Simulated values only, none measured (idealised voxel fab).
A process module follows: voxel ribs on slabs.
FYI the section here is cut, 270 nm wide, cells are 5 nm squares.
Cross-section spec: square-cell grid; bands listed top down; each band is one or more rows.
First you get the band's top height and its bottom height, in nm, and then the materials it's made of, left to right, with each width in nm. If you see a single material with "everywhere", that one covers the band edge to edge. "empty" is empty space.
The reference from which all heights are counted is 0, the level beneath which the as-received wafer is entirely one material; the lowest band, having no lower bound, proceeds downward and is written after the example "0..down".
Width: "30->40" (first number = top row, second number = bottom row, same change from row to row of cells).
You'll sometimes find "no change occurred" written for a step, and that's the way of saying that nowhere in the cross-section did a cell change during that step.
If an empty space has no open way to the top and is at least 8 cells in size, "Voids lacking openings" lists it, written width x height at distance, where distance is measured from the left edge and every value is in nm.
Formally, on a step line, whatever follows the settings is a remark that the simulator itself makes on the step.
The setting "overlay nm" may be written on the line of a step. When the step uses a mask, the value reports how far to the right of the planned place the mask lay, and a negative value reports that it lay to the left.

[Set out below are the planned steps of the process]
1. RECEIVE: material Si
2. DIRECTIONAL_DEP: material SiO2, thk nm 25
3. DIRECTIONAL_DEP: material polySi, thk nm 25
4. DIRECTIONAL_DEP: material aC, thk nm 15
5. PATTERN: tone cover, mask id RIB, material resist, width nm 20, thk nm 30, overlay nm 0
6. DIRECTIONAL_ETCH: etch materials aC, depth nm 15
7. STRIP: etch materials resist
8. DIRECTIONAL_ETCH: etch materials polySi, depth nm 15
9. STRIP: etch materials aC
10. MASKED_ETCH: tone cover, mask id SLAB, width nm 70, etch materials polySi, depth nm 10, overlay nm 0
11. FILL_DEP: material SiO2, thk nm 30
12. CMP: height nm 70
13. DIRECTIONAL_DEP: material TiN, thk nm 10
14. MASKED_ETCH: tone cover, mask id HEATER, width nm 30, etch materials TiN, depth nm 10, overlay nm 0
15. CONFORMAL_DEP: material SiO2, thk nm 10

[First of two wafers - as planned]

[As received (post step 1): cross-section]
	0..down: Si everywhere
	Voids lacking openings: none

[after step 2]
	25..0: SiO2 everywhere
	Below 0, no change.

[after step 3]
	50..25: polySi everywhere
	Below 25, no change.

[after step 4]
	65..50: aC everywhere
	Below 50, no change.

[after step 5]
	95..65: empty: 125 / resist: 20 / empty: 125
	Below 65, no change.

[after step 6]
	80..65: empty: 125 / resist: 20 / empty: 125
	65..50: empty: 125 / aC: 20 / empty: 125
	Below 50, no change.

[after step 7]
	65..50: empty: 125 / aC: 20 / empty: 125
	Below 50, no change.

[after step 8]
	65..50: empty: 125 / aC: 20 / empty: 125
	50..35: empty: 125 / polySi: 20 / empty: 125
	Below 35, no change.

[after step 9]
	50..35: empty: 125 / polySi: 20 / empty: 125
	Below 35, no change.

[after step 10]
	50..35: empty: 125 / polySi: 20 / empty: 125
	35..25: empty: 100 / polySi: 70 / empty: 100
	Below 25, no change.

[after step 11]
	80..50: SiO2 everywhere
	50..35: SiO2: 125 / polySi: 20 / SiO2: 125
	35..25: SiO2: 100 / polySi: 70 / SiO2: 100
	Below 25, no change.

[after step 12]
	70..50: SiO2 everywhere
	Below 50, no change.

[after step 13]
	80..70: TiN everywhere
	Below 70, no change.

[after step 14]
	80..70: empty: 120 / TiN: 30 / empty: 120
	Below 70, no change.

[after step 15]
	90..80: empty: 110 / SiO2: 50 / empty: 110
	80..70: SiO2: 120 / TiN: 30 / SiO2: 120
	Below 70, no change.

[The second wafer: identical to the first at the outset and in its planned sequence, differing only in that one mistake was made during processing; up to and including step 13, its path is the first wafer's path]

[Cross-section, second wafer, at the end time the plan gives for step 14]
	80..70: empty: 125 / TiN: 20 / empty: 125
	Below 70, no change.

[Cross-section, second wafer, at the end time the plan gives for step 15]
	90..80: empty: 115 / SiO2: 40 / empty: 115
	80..70: SiO2: 125 / TiN: 20 / SiO2: 125
	Below 70, no change.
Error vs. plan: rather than as planned, step 14 actually ran as MASKED_ETCH: tone cover, mask id HEATER, width nm 20, etch materials TiN, depth nm 10, overlay nm 0
Upon completion, the second wafer contains, in terms of cells, a greater or smaller amount of certain materials than the first wafer: -4 TiN
